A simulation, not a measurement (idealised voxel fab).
process module | voxel gate over fins
cross-section cut | 160 nm wide | cells 5 nm
A cross-section is a grid of square cells, given in bands from the top down. A band is one or more rows of cells.
Each band's line starts with the height of the band's top and of its bottom, in nm. Then come its materials from left to right, each with its width in nm. One material with "throughout" fills the band from edge to edge. "air" is empty space.
Height 0 is the level under which the wafer as received is all one material. The lowest band goes on downwards, as in "0 down".
A width such as "30 to 40" changes by the same amount from each row of cells to the next, from the band's top row to its bottom row.
"no change" after a step means that no cell of the cross-section changed.
closed voids: empty space of 8 cells or more with no open way to the top, each as width x height at its distance from the left edge, in nm
after a step's settings: what the simulator itself notes on the step
overlay nm, on a step with a mask: how far to the right of its planned place the mask lay; to the left if negative
plan
1 op RECEIVE | material Si
2 op CONFORMAL_DEP | material SiN | thk nm 5
3 op DIRECTIONAL_DEP | material aC | thk nm 10
4 op PATTERN | tone cover | mask id FINS | material resist | width nm 15 | pitch nm 35 | thk nm 30 | overlay nm 0
5 op DIRECTIONAL_ETCH | etch materials aC | depth nm 10
6 op STRIP | etch materials resist
7 op DIRECTIONAL_ETCH | etch materials SiN | depth nm 5
8 op DIRECTIONAL_ETCH | etch materials Si | depth nm 30
9 op STRIP | etch materials aC
10 op OXIDIZE | depth nm 5
11 op FILL_DEP | material SiO2 | thk nm 10
12 op CMP | height nm 5
13 op SELECTIVE_ETCH | etch materials SiO2 | depth nm 15
14 op STRIP | etch materials SiN
15 op CONFORMAL_DEP | material HfO2 | thk nm 5
16 op CONFORMAL_DEP | material TiN | thk nm 5
17 op CONFORMAL_DEP | material TiAl | thk nm 5
18 op CONFORMAL_DEP | material TiN | thk nm 5
19 op FILL_DEP | material W | thk nm 10
20 op CMP | height nm 25
21 op CONFORMAL_DEP | material SiCN | thk nm 5
as received, after step 1
  0 down: Si throughout
  closed voids: none
first wafer at the end, as planned
  30 to 25: SiCN throughout
  25 to 20: W throughout
  20 to 15: W 40 | TiN 80 | W 40
  15 to 10: W 40 | TiN 5 | TiAl 70 | TiN 5 | W 40
  10 to 5: TiN 45 | TiAl 5 | TiN 25 | TiAl 10 | TiN 25 | TiAl 5 | TiN 45
  5 to 0: TiAl 50 | TiN 5 | HfO2 15 | TiN 5 | TiAl 10 | TiN 5 | HfO2 15 | TiN 5 | TiAl 50
  0 to -5: TiN 55 | HfO2 5 | Si 5 | HfO2 5 | TiN 20 | HfO2 5 | Si 5 | HfO2 5 | TiN 55
  -5 to -10: HfO2 60 | Si 5 | HfO2 30 | Si 5 | HfO2 60
  -10 to -35: SiO2 60 | Si 5 | SiO2 30 | Si 5 | SiO2 60
  -35 down: Si throughout
  closed voids: none
second wafer at the end: like start, like plan, one mistake
  30 to 25: SiCN throughout
  25 to 20: W throughout
  20 to 15: W 40 | TiN 85 | W 35
  15 to 10: W 40 | TiN 5 | TiAl 75 | TiN 5 | W 35
  10 to 5: TiN 45 | TiAl 5 | TiN 30 | TiAl 5 | TiN 30 | TiAl 5 | TiN 40
  5 to 0: TiAl 50 | TiN 5 | HfO2 20 | TiN 5 | TiAl 5 | TiN 5 | HfO2 20 | TiN 5 | TiAl 45
  0 to -5: TiN 55 | HfO2 5 | Si 10 | HfO2 5 | TiN 15 | HfO2 5 | Si 10 | HfO2 5 | TiN 50
  -5 to -10: HfO2 60 | Si 10 | HfO2 25 | Si 10 | HfO2 55
  -10 to -35: SiO2 60 | Si 10 | SiO2 25 | Si 10 | SiO2 55
  -35 down: Si throughout
  closed voids: none
what went wrong: step 4 ran as: op PATTERN | tone cover | mask id FINS | material resist | width nm 20 | pitch nm 35 | thk nm 30 | overlay nm 0
at the end the second wafer has, in cells: 14 more of Si | 10 fewer of SiO2 | 2 fewer of TiAl | 2 fewer of W
